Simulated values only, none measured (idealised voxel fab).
process module | voxel plated lines
cross-section cut | 270 nm wide | cells 5 nm
A cross-section is a grid of square cells, given in bands from the top down. A band is one or more rows of cells.
Each band's line starts with the height of the band's top and of its bottom, in nm. Then come its materials from left to right, each with its width in nm. One material with "throughout" fills the band from edge to edge. "air" is empty space.
Height 0 is the level under which the wafer as received is all one material. The lowest band goes on downwards, as in "0 down".
A width such as "30 to 40" changes by the same amount from each row of cells to the next, from the band's top row to its bottom row.
"no change" after a step means that no cell of the cross-section changed.
closed voids: empty space of 8 cells or more with no open way to the top, each as width x height at its distance from the left edge, in nm
after a step's settings: what the simulator itself notes on the step
overlay nm, on a step with a mask: how far to the right of its planned place the mask lay; to the left if negative
plan
1 op RECEIVE | material Si
2 op CONFORMAL_DEP | material SiO2 | thk nm 15
3 op DIRECTIONAL_DEP | material TiN | thk nm 5
4 op PATTERN | tone open | mask id LINES | material resist | width nm 15 | pitch nm 35 | thk nm 15 | overlay nm 0
5 op EPI | material Ru | thk nm 10
6 op STRIP | etch materials resist
7 op DIRECTIONAL_ETCH | etch materials TiN | depth nm 5
8 op CONFORMAL_DEP | material SiO2 | thk nm 5
varied across the wafers: thk nm of step 8. The plan shows the first wafer's value. All wafers start alike
first wafer as received, after step 1
  0 down: Si throughout
  closed voids: none
each wafer at the end: cells of each material gained (+) or lost (-) since it was received, then its closed voids
thk nm 5 | +18 Ru | +234 SiO2 | +9 TiN | closed voids: none
thk nm 10 | +18 Ru | +306 SiO2 | +9 TiN | closed voids: none
thk nm 15 | +18 Ru | +366 SiO2 | +9 TiN | closed voids: none
thk nm 20 | +18 Ru | +426 SiO2 | +9 TiN | closed voids: none
thk nm 25 | +18 Ru | +486 SiO2 | +9 TiN | closed voids: none
